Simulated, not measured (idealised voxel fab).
process module | voxel capacitor over wiring
cross-section cut | 270 nm wide | cells 5 nm
A cross-section is a grid of square cells, given in bands from the top down. A band is one or more rows of cells.
Each band's line starts with the height of the band's top and of its bottom, in nm. Then come its materials from left to right, each with its width in nm. One material with "throughout" fills the band from edge to edge. "air" is empty space.
Height 0 is the level under which the wafer as received is all one material. The lowest band goes on downwards, as in "0 down".
A width such as "30 to 40" changes by the same amount from each row of cells to the next, from the band's top row to its bottom row.
"no change" after a step means that no cell of the cross-section changed.
closed voids: empty space of 8 cells or more with no open way to the top, each as width x height at its distance from the left edge, in nm
after a step's settings: what the simulator itself notes on the step
overlay nm, on a step with a mask: how far to the right of its planned place the mask lay; to the left if negative
plan
1 op RECEIVE | material Si
2 op CONFORMAL_DEP | material SiO2 | thk nm 15
3 op CONFORMAL_DEP | material SiCN | thk nm 5
4 op DIRECTIONAL_DEP | material SiO2 | thk nm 15
5 op DIRECTIONAL_DEP | material aC | thk nm 10
6 op PATTERN | tone open | mask id METAL_1 | material resist | width nm 25 | pitch nm 90 | thk nm 25 | overlay nm 0
7 op DIRECTIONAL_ETCH | etch materials aC | depth nm 10
8 op STRIP | etch materials resist
9 op DIRECTIONAL_ETCH | etch materials SiO2 | depth nm 15
10 op DIRECTIONAL_ETCH | etch materials SiCN | depth nm 5
11 op STRIP | etch materials aC
12 op CONFORMAL_DEP | material TiN | thk nm 5
13 op FILL_DEP | material Ru | thk nm 5
14 op CMP | height nm 35
15 op CONFORMAL_DEP | material SiCN | thk nm 5
16 op DIRECTIONAL_DEP | material SiO2 | thk nm 20
17 op MASKED_ETCH | tone open | mask id PLUG_1 | width nm 15 | etch materials SiO2 | depth nm 20 | overlay nm 0
18 op MASKED_ETCH | tone open | mask id PLUG_1 | width nm 15 | etch materials SiCN | depth nm 5 | overlay nm 0
19 op CONFORMAL_DEP | material TiN | thk nm 5
20 op FILL_DEP | material Cu | thk nm 5
21 op CMP | height nm 60
22 op DIRECTIONAL_DEP | material TiN | thk nm 10
23 op DIRECTIONAL_DEP | material HfO2 | thk nm 5
24 op DIRECTIONAL_DEP | material TiN | thk nm 5
25 op DIRECTIONAL_DEP | material aC | thk nm 10
26 op PATTERN | tone cover | mask id UPPER_PLATE | material resist | width nm 70 | thk nm 25 | overlay nm 0
27 op DIRECTIONAL_ETCH | etch materials aC | depth nm 10
28 op STRIP | etch materials resist
29 op DIRECTIONAL_ETCH | etch materials TiN | depth nm 5
30 op DIRECTIONAL_ETCH | etch materials HfO2 | depth nm 5
31 op STRIP | etch materials aC
32 op DIRECTIONAL_DEP | material aC | thk nm 15
33 op PATTERN | tone cover | mask id LOWER_PLATE | material resist | width nm 80 | thk nm 30 | overlay nm 0
34 op DIRECTIONAL_ETCH | etch materials aC | depth nm 15
35 op STRIP | etch materials resist
36 op DIRECTIONAL_ETCH | etch materials TiN | depth nm 10
37 op STRIP | etch materials aC
38 op FILL_DEP | material SiO2 | thk nm 20
39 op CMP | height nm 95
40 op MASKED_ETCH | tone open | mask id PLUG_2 | width nm 15 | etch materials SiO2 | depth nm 15 | overlay nm 0
41 op CONFORMAL_DEP | material TiN | thk nm 5
42 op FILL_DEP | material W | thk nm 5
43 op CMP | height nm 95
44 op CONFORMAL_DEP | material SiCN | thk nm 5
as received, after step 1
  0 down: Si throughout
  closed voids: none
first wafer at the end, as planned
  100 to 95: SiCN throughout
  95 to 85: SiO2 95 | TiN 5 | W 5 | TiN 5 | SiO2 160
  85 to 75: SiO2 95 to 85 | TiN 15 to 70 | SiO2 160 to 115
  75 to 70: SiO2 85 | HfO2 70 | SiO2 115
  70 to 60: SiO2 80 | TiN 80 | SiO2 110
  60 to 40: SiO2 85 | TiN 5 | Cu 5 | TiN 5 | SiO2 170
  40 to 35: SiCN 85 | TiN 15 | SiCN 170
  35 to 20: SiO2 75 | TiN 5 | Ru 15 | TiN 5 | SiO2 65 | TiN 5 | Ru 15 | TiN 5 | SiO2 80
  20 to 15: SiCN 75 | TiN 25 | SiCN 65 | TiN 25 | SiCN 80
  15 to 0: SiO2 throughout
  0 down: Si throughout
  closed voids: none
second wafer at the end: like start, like plan, one mistake
  100 to 95: SiCN throughout
  95 to 85: SiO2 95 | TiN 5 | W 5 | TiN 5 | SiO2 160
  85 to 75: SiO2 95 to 85 | TiN 15 to 70 | SiO2 160 to 115
  75 to 70: SiO2 85 | HfO2 70 | SiO2 115
  70 to 60: SiO2 80 | TiN 80 | SiO2 110
  60 to 45: Cu 80 | TiN 5 | SiO2 15 | TiN 5 | Cu 165
  45 to 40: TiN 85 | SiO2 15 | TiN 170
  40 to 35: SiCN throughout
  35 to 20: SiO2 75 | TiN 5 | Ru 15 | TiN 5 | SiO2 65 | TiN 5 | Ru 15 | TiN 5 | SiO2 80
  20 to 15: SiCN 75 | TiN 25 | SiCN 65 | TiN 25 | SiCN 80
  15 to 0: SiO2 throughout
  0 down: Si throughout
  closed voids: none
what went wrong: step 17 ran as: op MASKED_ETCH | tone cover | mask id PLUG_1 | width nm 15 | etch materials SiO2 | depth nm 20 | overlay nm 0
at the end the second wafer has, in cells: 143 more of Cu | 3 more of SiCN | 192 fewer of SiO2 | 46 more of TiN
